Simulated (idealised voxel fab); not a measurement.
The name of this process module is voxel quadruple lines.
For reference, the cross-section in this document is cut, with width 140 nm and square cells of 5 nm.
Cross-section layout: square cells on a grid; listed as bands, top to bottom; a band spans one or more cell rows. Read a band's entry like this: the first values are the height of its top and the height of its bottom in nm, and what follows is the sequence of materials from left to right, each with its width in nm. Note that "empty" is empty space, and that a single material marked "edge to edge" reaches across the band from edge to edge. Heads up on the height convention: 0 is the point under which the incoming wafer is all one material, and the lowest band has no bottom, it just keeps going down, like "top 0, no bottom". It should be noted that a width expressed as "30->40" varies in equal increments from row to row of cells within the band, taking the value of the first number at the top row and that of the second number at the bottom row. "no change occurred" for a step: no cell of the cross-section changed in that step. "Closed void roster" means: voids of 8 cells or more that are shut off from the top with no open way through. Written width x height at distance, distance from the left edge, in nm. If you see something after the settings on a step's line, that's the simulator's own remark about that step. overlay nm: mask right of planned place by this much (step with mask). Neg. = left.
## Process steps (planned)
1: op RECEIVE | material Si
2: op CONFORMAL_DEP | material SiO2 | thk nm 5
3: op DIRECTIONAL_DEP | material TiN | thk nm 10
4: op DIRECTIONAL_DEP | material polySi | thk nm 15
5: op DIRECTIONAL_DEP | material aC | thk nm 20
6: op PATTERN | tone cover | mask id MANDREL | material resist | width nm 35 | thk nm 25 | overlay nm 0
7: op DIRECTIONAL_ETCH | etch materials aC | depth nm 20
8: op STRIP | etch materials resist
9: op CONFORMAL_DEP | material SiO2 | thk nm 15
10: op DIRECTIONAL_ETCH | etch materials SiO2 | depth nm 15
11: op STRIP | etch materials aC
12: op DIRECTIONAL_ETCH | etch materials polySi | depth nm 15
13: op STRIP | etch materials SiO2
14: op CONFORMAL_DEP | material SiCN | thk nm 10
15: op DIRECTIONAL_ETCH | etch materials SiCN | depth nm 10
16: op STRIP | etch materials polySi
17: op DIRECTIONAL_ETCH | etch materials TiN | depth nm 10
18: op STRIP | etch materials SiCN
19: op FILL_DEP | material SiO2 | thk nm 10
20: op CMP | height nm 15
## The first of the two wafers, which ran as planned
## Delivered wafer in cross-section: state after step 1
* top 0, no bottom | Si edge to edge
* Closed void roster: none
## Step 2 done - wafer cross-section
* top 5, bottom 0 | SiO2 edge to edge
* Beneath the level 0, the cross-section is identical to its previous state.
## Step 3 done - wafer cross-section
* top 15, bottom 5 | TiN edge to edge
* Beneath the level 5, the cross-section is identical to its previous state.
## Step 4 done - wafer cross-section
* top 30, bottom 15 | polySi edge to edge
* Beneath the level 15, the cross-section is identical to its previous state.
## Step 5 done - wafer cross-section
* top 50, bottom 30 | aC edge to edge
* Beneath the level 30, the cross-section is identical to its previous state.
## Step 6 done - wafer cross-section
* top 75, bottom 50 | empty 50 nm; resist 35 nm; empty 55 nm
* Beneath the level 50, the cross-section is identical to its previous state.
## Step 7 done - wafer cross-section
* top 55, bottom 50 | empty 50 nm; resist 35 nm; empty 55 nm
* top 50, bottom 30 | empty 50 nm; aC 35 nm; empty 55 nm
* Beneath the level 30, the cross-section is identical to its previous state.
## Step 8 done - wafer cross-section
* top 50, bottom 30 | empty 50 nm; aC 35 nm; empty 55 nm
* Beneath the level 30, the cross-section is identical to its previous state.
## Step 9 done - wafer cross-section
* top 65, bottom 50 | empty 35 nm; SiO2 65 nm; empty 40 nm
* top 50, bottom 45 | empty 35 nm; SiO2 15 nm; aC 35 nm; SiO2 15 nm; empty 40 nm
* top 45, bottom 30 | SiO2 50 nm; aC 35 nm; SiO2 55 nm
* Beneath the level 30, the cross-section is identical to its previous state.
## Step 10 done - wafer cross-section
* top 50, bottom 30 | empty 35 nm; SiO2 15 nm; aC 35 nm; SiO2 15 nm; empty 40 nm
* Beneath the level 30, the cross-section is identical to its previous state.
## Step 11 done - wafer cross-section
* top 50, bottom 30 | empty 35 nm; SiO2 15 nm; empty 35 nm; SiO2 15 nm; empty 40 nm
* Beneath the level 30, the cross-section is identical to its previous state.
## Step 12 done - wafer cross-section
* top 50, bottom 30 | empty 35 nm; SiO2 15 nm; empty 35 nm; SiO2 15 nm; empty 40 nm
* top 30, bottom 15 | empty 35 nm; polySi 15 nm; empty 35 nm; polySi 15 nm; empty 40 nm
* Beneath the level 15, the cross-section is identical to its previous state.
## Step 13 done - wafer cross-section
* top 30, bottom 15 | empty 35 nm; polySi 15 nm; empty 35 nm; polySi 15 nm; empty 40 nm
* Beneath the level 15, the cross-section is identical to its previous state.
## Step 14 done - wafer cross-section
* top 40, bottom 30 | empty 25 nm; SiCN 35 nm; empty 15 nm; SiCN 35 nm; empty 30 nm
* top 30, bottom 25 | empty 25 nm; SiCN 10 nm; polySi 15 nm; SiCN 10 nm; empty 15 nm; SiCN 10 nm; polySi 15 nm; SiCN 10 nm; empty 30 nm
* top 25, bottom 15 | SiCN 35 nm; polySi 15 nm; SiCN 35 nm; polySi 15 nm; SiCN 40 nm
* Beneath the level 15, the cross-section is identical to its previous state.
## Step 15 done - wafer cross-section
* top 30, bottom 15 | empty 25 nm; SiCN 10 nm; polySi 15 nm; SiCN 10 nm; empty 15 nm; SiCN 10 nm; polySi 15 nm; SiCN 10 nm; empty 30 nm
* Beneath the level 15, the cross-section is identical to its previous state.
## Step 16 done - wafer cross-section
* top 30, bottom 15 | empty 25 nm; SiCN 10 nm; empty 15 nm; SiCN 10 nm; empty 15 nm; SiCN 10 nm; empty 15 nm; SiCN 10 nm; empty 30 nm
* Beneath the level 15, the cross-section is identical to its previous state.
## Step 17 done - wafer cross-section
* top 30, bottom 15 | empty 25 nm; SiCN 10 nm; empty 15 nm; SiCN 10 nm; empty 15 nm; SiCN 10 nm; empty 15 nm; SiCN 10 nm; empty 30 nm
* top 15, bottom 5 | empty 25 nm; TiN 10 nm; empty 15 nm; TiN 10 nm; empty 15 nm; TiN 10 nm; empty 15 nm; TiN 10 nm; empty 30 nm
* Beneath the level 5, the cross-section is identical to its previous state.
## Step 18 done - wafer cross-section
* top 15, bottom 5 | empty 25 nm; TiN 10 nm; empty 15 nm; TiN 10 nm; empty 15 nm; TiN 10 nm; empty 15 nm; TiN 10 nm; empty 30 nm
* Beneath the level 5, the cross-section is identical to its previous state.
## Step 19 done - wafer cross-section
* top 25, bottom 15 | SiO2 edge to edge
* top 15, bottom 5 | SiO2 25 nm; TiN 10 nm; SiO2 15 nm; TiN 10 nm; SiO2 15 nm; TiN 10 nm; SiO2 15 nm; TiN 10 nm; SiO2 30 nm
* Beneath the level 5, the cross-section is identical to its previous state.
## Step 20 done - wafer cross-section
* top 15, bottom 5 | SiO2 25 nm; TiN 10 nm; SiO2 15 nm; TiN 10 nm; SiO2 15 nm; TiN 10 nm; SiO2 15 nm; TiN 10 nm; SiO2 30 nm
* Beneath the level 5, the cross-section is identical to its previous state.
## The remaining wafer, second of the two, started like the first and was run to the same plan, except that one mistake was made along the way; the two coincide through step 2, inclusive
## Second wafer: cross-section at the scheduled end of step 3
* top 10, bottom 5 | TiN edge to edge
* Beneath the level 5, the cross-section is identical to its previous state.
## Second wafer: cross-section at the scheduled end of step 4
* top 25, bottom 10 | polySi edge to edge
* Beneath the level 10, the cross-section is identical to its previous state.
## Second wafer: cross-section at the scheduled end of step 5
* top 45, bottom 25 | aC edge to edge
* Beneath the level 25, the cross-section is identical to its previous state.
## Second wafer: cross-section at the scheduled end of step 6
* top 70, bottom 45 | empty 50 nm; resist 35 nm; empty 55 nm
* Beneath the level 45, the cross-section is identical to its previous state.
## Second wafer: cross-section at the scheduled end of step 7
* top 50, bottom 45 | empty 50 nm; resist 35 nm; empty 55 nm
* top 45, bottom 25 | empty 50 nm; aC 35 nm; empty 55 nm
* Beneath the level 25, the cross-section is identical to its previous state.
## Second wafer: cross-section at the scheduled end of step 8
* top 45, bottom 25 | empty 50 nm; aC 35 nm; empty 55 nm
* Beneath the level 25, the cross-section is identical to its previous state.
## Second wafer: cross-section at the scheduled end of step 9
* top 60, bottom 45 | empty 35 nm; SiO2 65 nm; empty 40 nm
* top 45, bottom 40 | empty 35 nm; SiO2 15 nm; aC 35 nm; SiO2 15 nm; empty 40 nm
* top 40, bottom 25 | SiO2 50 nm; aC 35 nm; SiO2 55 nm
* Beneath the level 25, the cross-section is identical to its previous state.
## Second wafer: cross-section at the scheduled end of step 10
* top 45, bottom 25 | empty 35 nm; SiO2 15 nm; aC 35 nm; SiO2 15 nm; empty 40 nm
* Beneath the level 25, the cross-section is identical to its previous state.
## Second wafer: cross-section at the scheduled end of step 11
* top 45, bottom 25 | empty 35 nm; SiO2 15 nm; empty 35 nm; SiO2 15 nm; empty 40 nm
* Beneath the level 25, the cross-section is identical to its previous state.
## Second wafer: cross-section at the scheduled end of step 12
* top 45, bottom 25 | empty 35 nm; SiO2 15 nm; empty 35 nm; SiO2 15 nm; empty 40 nm
* top 25, bottom 10 | empty 35 nm; polySi 15 nm; empty 35 nm; polySi 15 nm; empty 40 nm
* Beneath the level 10, the cross-section is identical to its previous state.
## Second wafer: cross-section at the scheduled end of step 13
* top 25, bottom 10 | empty 35 nm; polySi 15 nm; empty 35 nm; polySi 15 nm; empty 40 nm
* Beneath the level 10, the cross-section is identical to its previous state.
## Second wafer: cross-section at the scheduled end of step 14
* top 35, bottom 25 | empty 25 nm; SiCN 35 nm; empty 15 nm; SiCN 35 nm; empty 30 nm
* top 25, bottom 20 | empty 25 nm; SiCN 10 nm; polySi 15 nm; SiCN 10 nm; empty 15 nm; SiCN 10 nm; polySi 15 nm; SiCN 10 nm; empty 30 nm
* top 20, bottom 10 | SiCN 35 nm; polySi 15 nm; SiCN 35 nm; polySi 15 nm; SiCN 40 nm
* Beneath the level 10, the cross-section is identical to its previous state.
## Second wafer: cross-section at the scheduled end of step 15
* top 25, bottom 10 | empty 25 nm; SiCN 10 nm; polySi 15 nm; SiCN 10 nm; empty 15 nm; SiCN 10 nm; polySi 15 nm; SiCN 10 nm; empty 30 nm
* Beneath the level 10, the cross-section is identical to its previous state.
## Second wafer: cross-section at the scheduled end of step 16
* top 25, bottom 10 | empty 25 nm; SiCN 10 nm; empty 15 nm; SiCN 10 nm; empty 15 nm; SiCN 10 nm; empty 15 nm; SiCN 10 nm; empty 30 nm
* Beneath the level 10, the cross-section is identical to its previous state.
## Second wafer: cross-section at the scheduled end of step 17
* top 25, bottom 10 | empty 25 nm; SiCN 10 nm; empty 15 nm; SiCN 10 nm; empty 15 nm; SiCN 10 nm; empty 15 nm; SiCN 10 nm; empty 30 nm
* top 10, bottom 5 | empty 25 nm; TiN 10 nm; empty 15 nm; TiN 10 nm; empty 15 nm; TiN 10 nm; empty 15 nm; TiN 10 nm; empty 30 nm
* Beneath the level 5, the cross-section is identical to its previous state.
## Second wafer: cross-section at the scheduled end of step 18
* top 10, bottom 5 | empty 25 nm; TiN 10 nm; empty 15 nm; TiN 10 nm; empty 15 nm; TiN 10 nm; empty 15 nm; TiN 10 nm; empty 30 nm
* Beneath the level 5, the cross-section is identical to its previous state.
## Second wafer: cross-section at the scheduled end of step 19
* top 20, bottom 10 | SiO2 edge to edge
* top 10, bottom 5 | SiO2 25 nm; TiN 10 nm; SiO2 15 nm; TiN 10 nm; SiO2 15 nm; TiN 10 nm; SiO2 15 nm; TiN 10 nm; SiO2 30 nm
* Beneath the level 5, the cross-section is identical to its previous state.
## Second wafer: cross-section at the scheduled end of step 20
* top 15, bottom 10 | SiO2 edge to edge
* Beneath the level 10, the cross-section is identical to its previous state.
what went wrong: step 3 did not use the planned setting and instead ran as op DIRECTIONAL_DEP | material TiN | thk nm 5
The second wafer ends with more or fewer cells of some materials than the first, per final count: +8 SiO2 | -8 TiN
